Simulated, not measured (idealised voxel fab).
process module | voxel lift off
cross-section cut | 140 nm wide | cells 5 nm
A cross-section is a grid of square cells, given in bands from the top down. A band is one or more rows of cells.
Each band's line starts with the height of the band's top and of its bottom, in nm. Then come its materials from left to right, each with its width in nm. One material with "throughout" fills the band from edge to edge. "air" is empty space.
Height 0 is the level under which the wafer as received is all one material. The lowest band goes on downwards, as in "0 down".
A width such as "30 to 40" changes by the same amount from each row of cells to the next, from the band's top row to its bottom row.
"no change" after a step means that no cell of the cross-section changed.
closed voids: empty space of 8 cells or more with no open way to the top, each as width x height at its distance from the left edge, in nm
after a step's settings: what the simulator itself notes on the step
overlay nm, on a step with a mask: how far to the right of its planned place the mask lay; to the left if negative
plan
1 op RECEIVE | material Si
2 op CONFORMAL_DEP | material Al2O3 | thk nm 10
3 op PATTERN | tone open | mask id LINES | material resist | width nm 25 | pitch nm 40 | thk nm 20 | overlay nm 0
4 op DIRECTIONAL_DEP | material Ru | thk nm 10
5 op STRIP | etch materials resist
6 op CONFORMAL_DEP | material SiO2 | thk nm 10
first wafer, as planned
as received, after step 1
  0 down: Si throughout
  closed voids: none
after step 2
  10 to 0: Al2O3 throughout
  below 0: unchanged
after step 3
  30 to 10: resist 15 | air 25 | resist 15 | air 25 | resist 15 | air 25 | resist 20
  below 10: unchanged
after step 4
  40 to 30: Ru 15 | air 25 | Ru 15 | air 25 | Ru 15 | air 25 | Ru 20
  30 to 20: resist 15 | air 25 | resist 15 | air 25 | resist 15 | air 25 | resist 20
  20 to 10: resist 15 | Ru 25 | resist 15 | Ru 25 | resist 15 | Ru 25 | resist 20
  below 10: unchanged
after step 5
  20 to 10: air 15 | Ru 25 | air 15 | Ru 25 | air 15 | Ru 25 | air 20
  below 10: unchanged
after step 6
  30 to 20: air 5 | SiO2 125 | air 10
  20 to 10: SiO2 15 | Ru 25 | SiO2 15 | Ru 25 | SiO2 15 | Ru 25 | SiO2 20
  below 10: unchanged
second wafer: like start, like plan, one mistake. Through step 2 it matches the first wafer
when step 3 should have ended
  30 to 10: air 15 | resist 25 | air 15 | resist 25 | air 15 | resist 25 | air 20
  below 10: unchanged
when step 4 should have ended
  40 to 30: air 15 | Ru 25 | air 15 | Ru 25 | air 15 | Ru 25 | air 20
  30 to 20: air 15 | resist 25 | air 15 | resist 25 | air 15 | resist 25 | air 20
  20 to 10: Ru 15 | resist 25 | Ru 15 | resist 25 | Ru 15 | resist 25 | Ru 20
  below 10: unchanged
when step 5 should have ended
  20 to 10: Ru 15 | air 25 | Ru 15 | air 25 | Ru 15 | air 25 | Ru 20
  below 10: unchanged
when step 6 should have ended
  30 to 20: SiO2 25 | air 5 | SiO2 35 | air 5 | SiO2 35 | air 5 | SiO2 30
  20 to 10: Ru 15 | SiO2 25 | Ru 15 | SiO2 25 | Ru 15 | SiO2 25 | Ru 20
  below 10: unchanged
what went wrong: step 3 ran as: op PATTERN | tone cover | mask id LINES | material resist | width nm 25 | pitch nm 40 | thk nm 20 | overlay nm 0
at the end the second wafer has, in cells: 4 fewer of Ru | 4 more of SiO2
